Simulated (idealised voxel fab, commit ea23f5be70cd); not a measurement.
process module | voxel ribs on slabs
cross-section cut | 145 nm wide | cells 5 nm
A cross-section is a grid of square cells, given in bands from the top down. A band is one or more rows of cells.
Each band's line starts with the height of the band's top and of its bottom, in nm. Then come its materials from left to right, each with its width in nm. One material with "throughout" fills the band from edge to edge. "air" is empty space.
Height 0 is the level under which the wafer as received is all one material. The lowest band goes on downwards, as in "0 down".
A width such as "30 to 40" changes by the same amount from each row of cells to the next, from the band's top row to its bottom row.
"no change" after a step means that no cell of the cross-section changed.
closed voids: empty space of 8 cells or more with no open way to the top, each as width x height at its distance from the left edge, in nm
after a step's settings: what the simulator itself notes on the step
overlay nm, on a step with a mask: how far to the right of its planned place the mask lay; to the left if negative
plan
1 op RECEIVE | material Si
2 op DIRECTIONAL_DEP | material SiO2 | thk nm 30
3 op DIRECTIONAL_DEP | material polySi | thk nm 25
4 op PATTERN | tone cover | mask id RIB | material resist | width nm 30 | thk nm 15 | overlay nm 0
5 op DIRECTIONAL_ETCH | etch materials polySi | depth nm 20
6 op STRIP | etch materials resist
7 op DIRECTIONAL_DEP | material aC | thk nm 10
8 op PATTERN | tone cover | mask id SLAB | material resist | width nm 80 | thk nm 30 | overlay nm 0
9 op DIRECTIONAL_ETCH | etch materials aC | depth nm 10
10 op STRIP | etch materials resist
11 op DIRECTIONAL_ETCH | etch materials polySi | depth nm 5
12 op STRIP | etch materials aC
13 op FILL_DEP | material SiO2 | thk nm 25
14 op CMP | height nm 70
15 op DIRECTIONAL_DEP | material W | thk nm 5
16 op MASKED_ETCH | tone cover | mask id HEATER | width nm 40 | etch materials W | depth nm 5 | overlay nm 0
17 op CONFORMAL_DEP | material SiN | thk nm 5
as received, after step 1
  0 down: Si throughout
  closed voids: none
a wafer at the end: this start, this plan, one mistake
  80 to 75: air 45 | SiN 50 | air 50
  75 to 70: SiN 50 | W 40 | SiN 55
  70 to 55: SiO2 throughout
  55 to 35: SiO2 55 | polySi 30 | SiO2 60
  35 to 30: SiO2 40 | polySi 80 | SiO2 25
  30 to 0: SiO2 throughout
  0 down: Si throughout
  closed voids: none
what went wrong: step 8 ran as: op PATTERN | tone cover | mask id SLAB | material resist | width nm 80 | thk nm 30 | overlay nm 10
